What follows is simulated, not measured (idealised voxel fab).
process module | voxel quadruple lines
cross-section cut | 240 nm wide | cells 5 nm
A cross-section is a grid of square cells, given in bands from the top down. A band is one or more rows of cells.
Each band's line starts with the height of the band's top and of its bottom, in nm. Then come its materials from left to right, each with its width in nm. One material with "throughout" fills the band from edge to edge. "air" is empty space.
Height 0 is the level under which the wafer as received is all one material. The lowest band goes on downwards, as in "0 down".
A width such as "30 to 40" changes by the same amount from each row of cells to the next, from the band's top row to its bottom row.
"no change" after a step means that no cell of the cross-section changed.
closed voids: empty space of 8 cells or more with no open way to the top, each as width x height at its distance from the left edge, in nm
after a step's settings: what the simulator itself notes on the step
overlay nm, on a step with a mask: how far to the right of its planned place the mask lay; to the left if negative
plan
1 op RECEIVE | material Si
2 op CONFORMAL_DEP | material SiO2 | thk nm 10
3 op DIRECTIONAL_DEP | material TiN | thk nm 15
4 op DIRECTIONAL_DEP | material polySi | thk nm 20
5 op DIRECTIONAL_DEP | material aC | thk nm 20
6 op PATTERN | tone cover | mask id MANDREL | material resist | width nm 30 | thk nm 30 | overlay nm 0
7 op DIRECTIONAL_ETCH | etch materials aC | depth nm 20
8 op STRIP | etch materials resist
9 op CONFORMAL_DEP | material SiO2 | thk nm 10
10 op DIRECTIONAL_ETCH | etch materials SiO2 | depth nm 10
11 op STRIP | etch materials aC
12 op DIRECTIONAL_ETCH | etch materials polySi | depth nm 20
13 op STRIP | etch materials SiO2
14 op CONFORMAL_DEP | material SiCN | thk nm 10
15 op DIRECTIONAL_ETCH | etch materials SiCN | depth nm 10
16 op STRIP | etch materials polySi
17 op DIRECTIONAL_ETCH | etch materials TiN | depth nm 15
18 op STRIP | etch materials SiCN
as received, after step 1
  0 down: Si throughout
  closed voids: none
a wafer at the end: this start, this plan, one mistake
  25 to 10: air 95 | TiN 10 | air 10 | TiN 10 | air 10 | TiN 10 | air 95
  10 to 0: SiO2 throughout
  0 down: Si throughout
  closed voids: none
what went wrong: step 6 ran as: op PATTERN | tone open | mask id MANDREL | material resist | width nm 30 | thk nm 30 | overlay nm 0
